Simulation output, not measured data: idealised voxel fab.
The following process module bears the name voxel self aligned contacts.
Square cells of 5 nm make up the cross-section cut, whose width is 210 nm.
Bands, listed from the top down, are how a cross-section gets written in this document; the cross-section itself is a grid of square cells, and a band is one or more rows of them. For a band, the entry starts with two heights in nm, that of the top and then that of the bottom, and carries on with the band's materials in order from left to right, each alongside its width in nm; the word "everywhere" beside a single material means it fills the band edge to edge, and "blank" means empty space. Convention: height 0 is the level below which the wafer, as received, is all one material. The lowest band does not terminate at the bottom but continues downward, represented as "z 0 and below". Width "30..40": first value at the band's top row of cells, second value at its bottom row, equal change from row to row. Take "remained unchanged" at face value: in the step it is given for, the cross-section changed in none of its cells. Empty spaces without an open route to the top, at least 8 cells in extent, make up the entry "Enclosed voids"; each is given as width x height at distance, where the distance is measured from the left edge, and all are in nm. Where a step's line continues beyond its settings, the continuation is a remark by the simulator itself on that step. On any step carrying a mask, the "overlay nm" setting, if present on the step's line, tells how far right of its planned place the mask lay; negative values point to the left.
Process steps (planned)
step 1: RECEIVE with material Si
step 2: OXIDIZE with depth nm 5
step 3: DIRECTIONAL_DEP with material polySi, thk nm 20
step 4: DIRECTIONAL_DEP with material SiN, thk nm 15
step 5: MASKED_ETCH with tone cover, mask id GATE, width nm 35, pitch nm 65, etch materials SiN, depth nm 15, overlay nm 0
step 6: MASKED_ETCH with tone cover, mask id GATE, width nm 35, pitch nm 65, etch materials polySi, depth nm 20, overlay nm 0
step 7: CONFORMAL_DEP with material SiN, thk nm 5
step 8: DIRECTIONAL_ETCH with etch materials SiN, depth nm 5
step 9: FILL_DEP with material SiO2, thk nm 10
step 10: CMP with height nm 40
step 11: MASKED_ETCH with tone open, mask id CONTACT, width nm 50, etch materials SiO2, depth nm 45, overlay nm 0
step 12: CONFORMAL_DEP with material TiN, thk nm 5
step 13: FILL_DEP with material W, thk nm 10
step 14: CMP with height nm 40
step 15: CONFORMAL_DEP with material SiN, thk nm 5
Cross-section of the incoming wafer, state after step 1
    z 0 and below | Si everywhere
    Enclosed voids: none
Looking at the first of two wafers in cross-section at end of module - ran to plan
    z 45 to 40 | SiN everywhere
    z 40 to 35 | SiO2 80 / TiN 20 / W 10 / TiN 20 / SiO2 80
    z 35 to 20 | SiO2 50 / SiN 45 / TiN 5 / W 10 / TiN 5 / SiN 45 / SiO2 50
    z 20 to 0 | SiO2 50 / SiN 5 / polySi 35 / SiN 5 / TiN 5 / W 10 / TiN 5 / SiN 5 / polySi 35 / SiN 5 / SiO2 50
    z 0 to -5 | SiO2 95 / TiN 20 / SiO2 95
    z -5 and below | Si everywhere
    Enclosed voids: none
Wafer two, sectioned after the module: the first wafer's start, the first wafer's plan, and one mistake in how it was run
    z 45 to 40 | SiN everywhere
    z 40 to 35 | SiO2 50 / W 45 / TiN 5 / W 10 / TiN 5 / W 45 / SiO2 50
    z 35 to 20 | SiO2 50 / W 5 / SiN 35 / W 5 / TiN 5 / W 10 / TiN 5 / W 5 / SiN 35 / W 5 / SiO2 50
    z 20 to 10 | SiO2 50 / W 5 / polySi 35 / W 5 / TiN 5 / W 10 / TiN 5 / W 5 / polySi 35 / W 5 / SiO2 50
    z 10 to 5 | SiO2 50 / W 5 / polySi 35 / W 5 / TiN 20 / W 5 / polySi 35 / W 5 / SiO2 50
    z 5 to 0 | W 55 / polySi 35 / W 30 / polySi 35 / W 55
    z 0 to -5 | SiO2 everywhere
    z -5 and below | Si everywhere
    Enclosed voids: none
Nonconformance to the process plan: note that step 7 departed from the planned setting and was carried out as CONFORMAL_DEP with material W, thk nm 5
Count the cells at the end and the second wafer has more or fewer of some materials than the first: SiN -28 | SiO2 -28 | TiN -10 | W +66
